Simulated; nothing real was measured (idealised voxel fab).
process module | voxel fin reveal
cross-section cut | 210 nm wide | cells 5 nm
A cross-section is a grid of square cells, given in bands from the top down. A band is one or more rows of cells.
Each band's line starts with the height of the band's top and of its bottom, in nm. Then come its materials from left to right, each with its width in nm. One material with "throughout" fills the band from edge to edge. "air" is empty space.
Height 0 is the level under which the wafer as received is all one material. The lowest band goes on downwards, as in "0 down".
A width such as "30 to 40" changes by the same amount from each row of cells to the next, from the band's top row to its bottom row.
"no change" after a step means that no cell of the cross-section changed.
closed voids: empty space of 8 cells or more with no open way to the top, each as width x height at its distance from the left edge, in nm
after a step's settings: what the simulator itself notes on the step
overlay nm, on a step with a mask: how far to the right of its planned place the mask lay; to the left if negative
plan
1 op RECEIVE | material Si
2 op CONFORMAL_DEP | material SiN | thk nm 10
3 op PATTERN | tone cover | mask id FINS | material resist | width nm 15 | pitch nm 40 | thk nm 20 | overlay nm 0
4 op DIRECTIONAL_ETCH | etch materials SiN | depth nm 10
5 op DIRECTIONAL_ETCH | etch materials Si | depth nm 40
6 op STRIP | etch materials resist
7 op OXIDIZE | depth nm 5
8 op FILL_DEP | material SiO2 | thk nm 5
9 op CMP | height nm 10
10 op SELECTIVE_ETCH | etch materials SiO2 | depth nm 20
11 op STRIP | etch materials SiN
12 op CONFORMAL_DEP | material HfO2 | thk nm 5
as received, after step 1
  0 down: Si throughout
  closed voids: none
a wafer at the end: this start, this plan, one mistake
  5 to 0: air 55 | HfO2 15 | air 25 | HfO2 15 | air 25 | HfO2 15 | air 60
  0 to -5: air 55 | HfO2 5 | Si 5 | HfO2 5 | air 25 | HfO2 5 | Si 5 | HfO2 5 | air 25 | HfO2 5 | Si 5 | HfO2 5 | air 60
  -5 to -10: HfO2 40 | air 15 | HfO2 5 | Si 5 | HfO2 5 | air 25 | HfO2 5 | Si 5 | HfO2 5 | air 25 | HfO2 5 | Si 5 | HfO2 5 | air 15 | HfO2 45
  -10 to -15: SiO2 35 | HfO2 5 | air 15 | HfO2 5 | Si 5 | HfO2 5 | air 25 | HfO2 5 | Si 5 | HfO2 5 | air 25 | HfO2 5 | Si 5 | HfO2 5 | air 15 | HfO2 5 | SiO2 40
  -15 to -20: SiO2 35 | HfO2 25 | Si 5 | HfO2 35 | Si 5 | HfO2 35 | Si 5 | HfO2 25 | SiO2 40
  -20 to -45: SiO2 60 | Si 5 | SiO2 35 | Si 5 | SiO2 35 | Si 5 | SiO2 65
  -45 down: Si throughout
  closed voids: none
what went wrong: steps 10 and 11 were swapped
